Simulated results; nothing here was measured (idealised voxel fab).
This is a process module. Its name is voxel tone inversion.
We display cut, a cross-section 245 nm in width whose square cells are each 5 nm.
Cross-section = grid of square cells, listed top down in bands; band = one or more rows.
Top height, bottom height, nm. Materials left to right, width each, nm. Single material + "edge to edge" = fills band edge to edge. "empty" = empty.
We count height from 0. Below that, the starting wafer is all one material. The lowest band never ends at the bottom but goes on down; see "0 -> down" for how that is written.
When a width is written as two numbers, as in "30 to 40", the first number is the width in the top row of cells of the band and the second is the width in its bottom row, and the width changes by the same amount from each row to the next.
Basically "no modifications" means that step didn't change any cell in the cross-section.
"Trapped void list" - sealed voids, min. 8 cells, no opening to top; format: width x height at distance (distance from left edge; nm throughout).
On a step's line, text after the settings is the simulator commenting on that step.
The "overlay nm" setting may appear on a step's line; for a step that uses a mask, it gives how far to the right of its planned position the mask lay, and a negative value indicates the left.
Process steps foreseen in the plan
1. RECEIVE with material Si
2. CONFORMAL_DEP with material SiN, thk nm 5
3. DIRECTIONAL_DEP with material polySi, thk nm 15
4. PATTERN with tone cover, mask id POSTS, material resist, width nm 20, pitch nm 40, thk nm 20, overlay nm 0
5. DIRECTIONAL_ETCH with etch materials polySi, depth nm 15
6. STRIP with etch materials resist
7. FILL_DEP with material SiO2, thk nm 5
8. CMP with height nm 20
9. STRIP with etch materials polySi
Cross-section: wafer on arrival = after step 1
0 -> down  Si edge to edge
Trapped void list: none
Looking at the first of two wafers in cross-section at end of module - ran to plan
20 -> 5  50 of SiO2; 20 of empty; 20 of SiO2; 20 of empty; 20 of SiO2; 20 of empty; 20 of SiO2; 20 of empty; 55 of SiO2
5 -> 0  SiN edge to edge
0 -> down  Si edge to edge
Trapped void list: none
Cross-sectional view: second of two wafers, end of module; start and plan identical to the first, one mistake in running
20 -> 15  SiO2 edge to edge
15 -> 0  50 of SiO2; 20 of polySi; 20 of SiO2; 20 of polySi; 20 of SiO2; 20 of polySi; 20 of SiO2; 20 of polySi; 55 of SiO2
0 -> down  Si edge to edge
Trapped void list: none
Plan not followed: step 2 was dropped from the plan's execution and never run
At the finish, the second wafer shows more or fewer cells for some materials than the first does: -49 SiN; +49 SiO2; +48 polySi
